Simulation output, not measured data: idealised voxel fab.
Process module heading - voxel released beams
We display cut, a cross-section 160 nm in width whose square cells are each 5 nm.
Reading order for cross-sections: top band down to bottom band. Underlying form: a grid of square cells. Band size: one or more rows of cells.
Within each band entry, the heights of the top and of the bottom of the band appear first, in that order and in nm; the materials of the band then follow from left to right, each with its corresponding width in nm. The designation "full width" on a single material indicates that it fills the band from edge to edge; the designation "blank" indicates empty space.
It should be noted that heights are counted from 0, beneath which the wafer as supplied is of one material throughout, and that the lowest band possesses no lower boundary but continues downward, as written in "0 and below".
Graded width ("30 to 40"): value in top row of band = first number; value in bottom row = second number; row-to-row change constant.
The designation "changes: none", where it is given for a processing step, indicates that no cell of the cross-section was altered in the course of that step.
"Completely sealed voids" contains a list of empty spaces, each no smaller than 8 cells and without an open way to the top, written in the form width x height at distance with the distance from the left edge and all three in nm.
If you see something after the settings on a step's line, that's the simulator's own remark about that step.
"overlay nm", when on a step's line for a step with a mask, measures how far to the right of its planned place the mask lay; a negative measure means to the left.

### The steps planned for the process are as follows
1: RECEIVE, material Si
2: CONFORMAL_DEP, material Al2O3, thk nm 10
3: DIRECTIONAL_DEP, material SiO2, thk nm 20
4: PATTERN, tone open, mask id ANCHOR, material resist, width nm 30, thk nm 15, overlay nm 0
5: DIRECTIONAL_ETCH, etch materials SiO2, depth nm 20
6: STRIP, etch materials resist
7: CONFORMAL_DEP, material SiN, thk nm 10
8: PATTERN, tone cover, mask id BEAM, material resist, width nm 115, thk nm 20, overlay nm 0
9: DIRECTIONAL_ETCH, etch materials SiN, depth nm 10
10: STRIP, etch materials resist
11: STRIP, etch materials SiO2

### Incoming wafer, cross-sectional view, post step 1
  0 and below | Si full width
  Completely sealed voids: none

### Cross-section: first of two wafers, module finished, run according to plan
  40 down to 30 | 20 nm blank, 15 nm SiN, 10 nm blank, 90 nm SiN, 25 nm blank
  30 down to 20 | 25 nm blank, 10 nm SiN, 10 nm blank, 10 nm SiN, 105 nm blank
  20 down to 10 | 25 nm blank, 30 nm SiN, 105 nm blank
  10 down to 0 | Al2O3 full width
  0 and below | Si full width
  Completely sealed voids: none

### Cross-section, second wafer: same start as the first, same plan as the first, one mistake in running it; taken at the end of the module
  40 down to 30 | 20 nm blank, 115 nm SiN, 25 nm blank
  30 down to 20 | Al2O3 full width
  20 down to 0 | SiO2 full width
  0 and below | Si full width
  Completely sealed voids: none
It is concluded that the wafer was processed incorrectly with respect to the plan, in that so 2 and 3 got swapped relative to the plan, each ran where the other was supposed to
Count the cells at the end and the second wafer has more or fewer of some materials than the first: SiN -16 | SiO2 +128
